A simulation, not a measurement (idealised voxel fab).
Process module heading - voxel air gaps
Section cut is 285 nm wide and gridded with 5 nm square cells.
We lay out every cross-section as a grid of square cells and spell it out in bands from the top down, where one band means one or more rows of cells.
What a band's entry tells you: where the top is and where the bottom is, as heights in nm, and after that what lies inside, material by material from left to right, each with its width in nm. Empty space is written as the word "air", and a single material marked with the word "all across" occupies the band from edge to edge.
Beneath 0, the wafer as received is one material, and that level is where height counting begins. The lowest band goes on downward without a bottom; it is written like "0..down".
The width entry "30->40" should be interpreted row by row: the top row of cells in the band takes the first number, the bottom row takes the second number, and the change between adjacent rows is uniform throughout.
Key: "nothing got changed" - step with no changed cell in the cross-section.
"Closed void entries": sealed empty spaces, 8 cells or more, no open way to top, listed width x height at distance, with distance from the left edge and width, height and distance in nm.
On each step's line, the part that comes after the settings is the simulator's own comment on the step.
If you see "overlay nm" on a step's line and that step has a mask, it's telling you how far right of where it was planned the mask ended up; a negative number means it went left instead.

-- Steps in the process plan
1,RECEIVE with material Si
2,CONFORMAL_DEP with material SiO2, thk nm 10
3,CONFORMAL_DEP with material SiN, thk nm 5
4,DIRECTIONAL_DEP with material lowk, thk nm 40
5,PATTERN with tone open, mask id LINES, material resist, width nm 15, pitch nm 45, thk nm 15, overlay nm 0
6,DIRECTIONAL_ETCH with etch materials lowk, depth nm 40
7,STRIP with etch materials resist
8,CONFORMAL_DEP with material TiN, thk nm 5
9,FILL_DEP with material W, thk nm 5
10,CMP with height nm 55
11,EPI with material Ru, thk nm 10
12,SELECTIVE_ETCH with etch materials lowk, depth nm 50
13,CONFORMAL_DEP with material SiN, thk nm 5

-- Cross-section: wafer on arrival = after step 1
	0..down = Si all across
	Closed void entries: none

-- Cross-section, first of two wafers, end of module, run as planned
	70..65 = air=75 / SiN=135 / air=75
	65..55 = air=75 / SiN=5 / Ru=35 / SiN=10 / Ru=35 / SiN=10 / Ru=35 / SiN=5 / air=75
	55..50 = air=75 / SiN=15 / TiN=5 / W=5 / TiN=5 / SiN=30 / TiN=5 / W=5 / TiN=5 / SiN=30 / TiN=5 / W=5 / TiN=5 / SiN=15 / air=75
	50..20 = air=85 / SiN=5 / TiN=5 / W=5 / TiN=5 / SiN=5 / air=20 / SiN=5 / TiN=5 / W=5 / TiN=5 / SiN=5 / air=20 / SiN=5 / TiN=5 / W=5 / TiN=5 / SiN=5 / air=85
	20..15 = SiN=90 / TiN=15 / SiN=30 / TiN=15 / SiN=30 / TiN=15 / SiN=90
	15..10 = SiN all across
	10..0 = SiO2 all across
	0..down = Si all across
	Closed void entries: 20 x 30 at 110; 20 x 30 at 155

-- Wafer two (of two), end-of-module cross-section: start = wafer one, plan = wafer one, one run mistake
	80..75 = air=65 / SiN=155 / air=65
	75..55 = air=65 / SiN=5 / Ru=145 / SiN=5 / air=65
	55..50 = air=65 / SiN=25 / TiN=5 / W=5 / TiN=5 / lowk=30 / TiN=5 / W=5 / TiN=5 / lowk=30 / TiN=5 / W=5 / TiN=5 / SiN=25 / air=65
	50..20 = air=85 / SiN=5 / TiN=5 / W=5 / TiN=5 / lowk=30 / TiN=5 / W=5 / TiN=5 / lowk=30 / TiN=5 / W=5 / TiN=5 / SiN=5 / air=85
	20..15 = SiN=90 / TiN=15 / lowk=30 / TiN=15 / lowk=30 / TiN=15 / SiN=90
	15..10 = SiN all across
	10..0 = SiO2 all across
	0..down = Si all across
	Closed void entries: none
Diagnosis: twice, step 11 of the plan was run
End check, counted in cells, second wafer has more or fewer of these materials than the first: 74 more of Ru, 44 fewer of SiN, 96 more of lowk
At process end, closed voids number 2 in the first wafer and 0 in the second wafer.
